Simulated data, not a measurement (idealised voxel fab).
Process module under the name voxel released beams
Xsec cut, 280 nm wide, square cell size 5 nm.
Format of a cross-section: grid, square cells. Given as bands. Order: top down. Band: one or more rows of cells.
Read a band's entry like this: the first values are the height of its top and the height of its bottom in nm, and what follows is the sequence of materials from left to right, each with its width in nm. Note that "empty" is empty space, and that a single material marked "edge to edge" reaches across the band from edge to edge.
Height 0 is the level under which the wafer as received is all one material. The lowest band goes on downwards, as in "0 nm and below".
With a width like "30..40", each row of cells in the band differs from the next by the same amount, the top row carrying the first number and the bottom row the second.
Step marked "remained the same"? Then no cell in the cross-section changed in it.
Each empty space that has no open way to the top and spans at least 8 cells appears under "Enclosed cavities" as width x height at distance, the distance counted from the left edge, all in nm.
Text after the settings on a step's line: the simulator's own remark on that step.
A step line may carry the setting "overlay nm", which, for steps involving a mask, states the distance by which the mask lay to the right of its intended position; negative values denote displacement to the left.

So here's the lineup of process steps we planned
step 1: RECEIVE: material Si
step 2: CONFORMAL_DEP: material SiN, thk nm 10
step 3: DIRECTIONAL_DEP: material SiO2, thk nm 15
step 4: MASKED_ETCH: tone open, mask id ANCHOR, width nm 40, etch materials SiO2, depth nm 15, overlay nm 0
step 5: CONFORMAL_DEP: material W, thk nm 15
step 6: DIRECTIONAL_DEP: material aC, thk nm 10
step 7: PATTERN: tone cover, mask id BEAM, material resist, width nm 120, thk nm 25, overlay nm -15
step 8: DIRECTIONAL_ETCH: etch materials aC, depth nm 10
step 9: STRIP: etch materials resist
step 10: DIRECTIONAL_ETCH: etch materials W, depth nm 15
step 11: STRIP: etch materials aC
step 12: STRIP: etch materials SiO2
Keep in mind the plan's value for the overlay nm of step 7 comes from the first wafer; the wafers don't share that setting, but they do share the same starting point.

Cross-section: the first of several wafers in its as-received state, i.e. following step 1
  0 nm and below  Si edge to edge
  Enclosed cavities: none

So in this table every wafer gets its own row, and what you see is where it stands at the end of the module: for each material, how many cells it picked up (+) or gave up (-) since we received it, and after that its closed voids
overlay nm -15; +112 SiN; +90 W; Enclosed cavities: none
overlay nm -10; +112 SiN; +90 W; Enclosed cavities: none
overlay nm -5; +112 SiN; +90 W; Enclosed cavities: none
overlay nm 0; +112 SiN; +90 W; Enclosed cavities: none
overlay nm 5; +112 SiN; +90 W; Enclosed cavities: none
overlay nm 10; +112 SiN; +90 W; Enclosed cavities: none
overlay nm 15; +112 SiN; +90 W; Enclosed cavities: none
